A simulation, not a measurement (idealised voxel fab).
Process module in this document: voxel fin reveal
Square cell edge 5 nm, section width 220 nm, ID cut.
If you're reading a cross-section in this doc, picture square cells in a grid; it comes to you as bands, top ones listed first down to the bottom, and a band can be one or more rows of cells. Basically the band line says how high the top is and how high the bottom is, in nm, and then what's in it from left to right, every material with its width in nm. Empty space shows up as "air", and if a single material carries "everywhere" it runs the full band edge to edge. Heights are measured from 0, the level below which the as-received wafer is all one material; the lowest band has no bottom and continues downward, written as in "from 0 down". A width such as "30..40" changes by the same amount from each row of cells to the next, from the band's top row to its bottom row. No cell of the cross-section changed in a step that is given as "no change occurred". The label "Entrapped void list" introduces a list of the empty spaces, 8 cells or larger, that have no open way up to the top; each entry in it reads width x height at distance, where the distance is taken from the left edge and all three are stated in nm. Read whatever lies past the settings on a step's line as the simulator's own remark about the step. overlay nm: where the mask lay relative to plan, measured to the right, on steps with a mask; negatives go left.
Process steps (planned):
1: RECEIVE,material Si
2: CONFORMAL_DEP,material SiN,thk nm 10
3: MASKED_ETCH,tone cover,mask id FINS,width nm 15,pitch nm 45,etch materials SiN,depth nm 10,overlay nm 0
4: MASKED_ETCH,tone cover,mask id FINS,width nm 15,pitch nm 45,etch materials Si,depth nm 35,overlay nm 0
5: OXIDIZE,depth nm 5
6: FILL_DEP,material SiO2,thk nm 10
7: CMP,height nm 10
8: SELECTIVE_ETCH,etch materials SiO2,depth nm 35
9: STRIP,etch materials SiN
Incoming wafer, cross-sectional view, post step 1:
* from 0 down  Si everywhere
* Entrapped void list: none
Module complete, cross-section. Starting point and plan per above. One mistake made in running the module:
* from 0 to -25  air 85; Si 5; air 40; Si 5; air 85
* from -25 to -50  SiO2 85; Si 5; SiO2 40; Si 5; SiO2 85
* from -50 down  Si everywhere
* Entrapped void list: none
Want to know what went wrong? step 4 off recipe, ran as MASKED_ETCH,tone cover,mask id FINS,width nm 15,pitch nm 45,etch materials Si,depth nm 45,overlay nm 0
